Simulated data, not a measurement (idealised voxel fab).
process module | voxel released beams
cross-section cut | 175 nm wide | cells 5 nm
If you're reading a cross-section in this doc, picture square cells in a grid; it comes to you as bands, top ones listed first down to the bottom, and a band can be one or more rows of cells.
Each band's line starts with the height of the band's top and of its bottom, in nm. Then come its materials from left to right, each with its width in nm. One material with "throughout" fills the band from edge to edge. "air" is empty space.
Height is counted from the level 0, under which the received wafer is composed throughout of one material. The lowest of the bands is not closed at the bottom but continues downward, in the notation "0 down".
When a width is written as two numbers, as in "30 to 40", the first number is the width in the top row of cells of the band and the second is the width in its bottom row, and the width changes by the same amount from each row to the next.
Reading "nothing was modified" for a step: not a cell of the cross-section changed in it.
Sealed voids: empty space of 8 cells or more with no open way to the top, each as width x height at its distance from the left edge, in nm
What comes after the settings on a step's line is commentary from the simulator itself on that step.
The setting "overlay nm" may be written on the line of a step. When the step uses a mask, the value reports how far to the right of the planned place the mask lay, and a negative value reports that it lay to the left.

Here's what the planned process steps look like:
1: RECEIVE (material Si)
2: CONFORMAL_DEP (material SiN; thk nm 10)
3: DIRECTIONAL_DEP (material SiO2; thk nm 20)
4: MASKED_ETCH (tone open; mask id ANCHOR; width nm 35; etch materials SiO2; depth nm 20; overlay nm 0)
5: CONFORMAL_DEP (material W; thk nm 10)
6: MASKED_ETCH (tone cover; mask id BEAM; width nm 110; etch materials W; depth nm 10; overlay nm 0)
7: STRIP (etch materials SiO2)

Shown in cross-section is the wafer as received, that is, as it stands after step 1:
- 0 down  Si throughout
- Sealed voids: none

Cross-section: first of two wafers, module finished, run according to plan:
- 40 to 30  air=30, then W=15, then air=15, then W=80, then air=35
- 30 to 20  air=35, then W=10, then air=15, then W=10, then air=105
- 20 to 10  air=35, then W=35, then air=105
- 10 to 0  SiN throughout
- 0 down  Si throughout
- Sealed voids: none

What the second wafer looks like in cross-section once the module is done. Its start and its plan matched the first wafer's exactly; what differed was one mistake in how it was run:
- 40 to 30  air=30, then W=25, then air=15, then W=70, then air=35
- 30 to 20  air=45, then W=10, then air=15, then W=10, then air=95
- 20 to 10  air=45, then W=35, then air=95
- 10 to 0  SiN throughout
- 0 down  Si throughout
- Sealed voids: none
Short version of what went wrong: step 4 went in with a setting other than planned; the actual run was MASKED_ETCH (tone open; mask id ANCHOR; width nm 35; etch materials SiO2; depth nm 20; overlay nm 10)
Cell counts per material: same on both final wafers. Positions: different.
